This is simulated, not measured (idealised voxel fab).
Name of the process module below: voxel self aligned vias
cross-section cut | 210 nm wide | cells 5 nm
Think of the cross-section as a grid of square cells. We describe it in bands, top to bottom, and each band covers one or more rows of those cells. Top, bottom (nm), then materials left to right with widths (nm); lone material tagged "all across" fills the whole band edge to edge; "blank" = empty space. Beneath 0, the wafer as received is one material, and that level is where height counting begins. The lowest band goes on downward without a bottom; it is written like "0..down". A width given as "30..40" starts at the first number in the band's top row and ends at the second number in its bottom row, shifting by an equal amount at every step from row to row. For the purposes of this document, the phrase "no change" attached to a step denotes that no cell within the cross-section was modified by that step. "Unvented voids" means: voids of 8 cells or more that are shut off from the top with no open way through. Written width x height at distance, distance from the left edge, in nm. Step line, after settings: the simulator's comment on this step. overlay nm: where the mask lay relative to plan, measured to the right, on steps with a mask; negatives go left.

### Planned process steps
1) RECEIVE [material Si]
2) CONFORMAL_DEP [material SiO2] [thk nm 10]
3) CONFORMAL_DEP [material SiCN] [thk nm 5]
4) DIRECTIONAL_DEP [material lowk] [thk nm 20]
5) PATTERN [tone open] [mask id LINES] [material resist] [width nm 30] [pitch nm 55] [thk nm 15] [overlay nm 0]
6) DIRECTIONAL_ETCH [etch materials lowk] [depth nm 20]
7) STRIP [etch materials resist]
8) CONFORMAL_DEP [material TiN] [thk nm 5]
9) FILL_DEP [material Ru] [thk nm 10]
10) CMP [height nm 35]
11) SELECTIVE_ETCH [etch materials W Ru TiN] [depth nm 5]
12) FILL_DEP [material SiN] [thk nm 5]
13) CMP [height nm 35]
14) DIRECTIONAL_DEP [material lowk] [thk nm 20]
15) MASKED_ETCH [tone open] [mask id VIAS] [width nm 30] [etch materials lowk] [depth nm 20] [overlay nm 0]
16) MASKED_ETCH [tone open] [mask id VIAS] [width nm 40] [etch materials SiN] [depth nm 5] [overlay nm 0]
17) CONFORMAL_DEP [material TiN] [thk nm 5]
18) FILL_DEP [material W] [thk nm 10]
19) CMP [height nm 55]
20) CONFORMAL_DEP [material SiN] [thk nm 5]
The value of width nm given for step 15 in the plan refers to the first wafer; the wafers vary in this setting and are alike at the start.

### After step 1, as received: first of several wafers, cross-section
    0..down: Si all across
    Unvented voids: none

### Cross-section, first of several wafers, end of module, after last step 20
    60..55: SiN all across
    55..35: 60 lowk / 5 TiN / 20 W / 5 TiN / 120 lowk
    35..30: 60 lowk / 30 TiN / 25 lowk / 30 SiN / 65 lowk
    30..20: 60 lowk / 5 TiN / 20 Ru / 5 TiN / 25 lowk / 5 TiN / 20 Ru / 5 TiN / 65 lowk
    20..15: 60 lowk / 30 TiN / 25 lowk / 30 TiN / 65 lowk
    15..10: SiCN all across
    10..0: SiO2 all across
    0..down: Si all across
    Unvented voids: none

### Here's the last wafer cross-sectioned at the end of the module
    60..55: SiN all across
    55..40: 50 lowk / 5 TiN / 45 W / 5 TiN / 105 lowk
    40..35: 50 lowk / 15 TiN / 20 W / 20 TiN / 105 lowk
    35..30: 60 lowk / 30 TiN / 25 lowk / 30 SiN / 65 lowk
    30..20: 60 lowk / 5 TiN / 20 Ru / 5 TiN / 25 lowk / 5 TiN / 20 Ru / 5 TiN / 65 lowk
    20..15: 60 lowk / 30 TiN / 25 lowk / 30 TiN / 65 lowk
    15..10: SiCN all across
    10..0: SiO2 all across
    0..down: Si all across
    Unvented voids: none

### The following table contains a row per wafer, in which are reported, at the conclusion of the module, the cells of each material gained (+) or lost (-) since the wafer's receipt, with its closed voids given thereafter
width nm 30, +16 Ru, +42 SiCN, +48 SiN, +84 SiO2, +34 TiN, +16 W, +264 lowk, Unvented voids: none
width nm 35, +16 Ru, +42 SiCN, +48 SiN, +84 SiO2, +35 TiN, +19 W, +260 lowk, Unvented voids: none
width nm 40, +16 Ru, +42 SiCN, +48 SiN, +84 SiO2, +36 TiN, +22 W, +256 lowk, Unvented voids: none
width nm 45, +16 Ru, +42 SiCN, +48 SiN, +84 SiO2, +37 TiN, +25 W, +252 lowk, Unvented voids: none
width nm 50, +16 Ru, +42 SiCN, +48 SiN, +84 SiO2, +38 TiN, +28 W, +248 lowk, Unvented voids: none
width nm 55, +16 Ru, +42 SiCN, +48 SiN, +84 SiO2, +39 TiN, +31 W, +244 lowk, Unvented voids: none
